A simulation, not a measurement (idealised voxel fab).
Name of the process module below: voxel tone inversion
It is cross-section cut that appears here, measuring 180 nm in width, its square cells being 5 nm in size.
If you're reading a cross-section in this doc, picture square cells in a grid; it comes to you as bands, top ones listed first down to the bottom, and a band can be one or more rows of cells. What a band's entry tells you: where the top is and where the bottom is, as heights in nm, and after that what lies inside, material by material from left to right, each with its width in nm. Empty space is written as the word "air", and a single material marked with the word "all across" occupies the band from edge to edge. Measure heights from 0. That's the level where, below it, the as-received wafer is all one material. The lowest band is bottomless and extends downward; write it as in "top 0, no bottom". Width "30 to 40": first value at the band's top row of cells, second value at its bottom row, equal change from row to row. "remained the same" after a step means that no cell of the cross-section changed. Reported under the label "Entrapped voids" are the empty spaces having no open way to the top and comprising 8 cells or more; the notation for each is width x height at distance, in which the distance is measured from the left edge and all three values are in nm. Whatever follows a step's settings on its line is a remark the simulator itself makes about that step. If you see "overlay nm" on a step's line and that step has a mask, it's telling you how far right of where it was planned the mask ended up; a negative number means it went left instead.

plan:
step 1: RECEIVE (material Si)
step 2: CONFORMAL_DEP (material SiCN; thk nm 5)
step 3: DIRECTIONAL_DEP (material aC; thk nm 15)
step 4: PATTERN (tone cover; mask id POSTS; material resist; width nm 15; pitch nm 35; thk nm 20; overlay nm 0)
step 5: DIRECTIONAL_ETCH (etch materials aC; depth nm 15)
step 6: STRIP (etch materials resist)
step 7: FILL_DEP (material SiO2; thk nm 10)
step 8: CMP (height nm 20)
step 9: STRIP (etch materials aC)
step 10: CONFORMAL_DEP (material TiN; thk nm 5)
step 11: FILL_DEP (material Ru; thk nm 5)
step 12: CMP (height nm 20)
step 13: CONFORMAL_DEP (material SiCN; thk nm 5)

As-received state of the wafer in cross-section, equivalent to post-step 1:
* top 0, no bottom  Si all across
* Entrapped voids: none

Starting structure and process plan are as shown above, but one mistake was made in running the module; the wafer cross-section at the end of the module follows:
* top 25, bottom 15  SiCN all across
* top 15, bottom 0  aC all across
* top 0, no bottom  Si all across
* Entrapped voids: none
Want to know what went wrong? steps 2 and 3 of the plan were run in the wrong order, each in the other's place
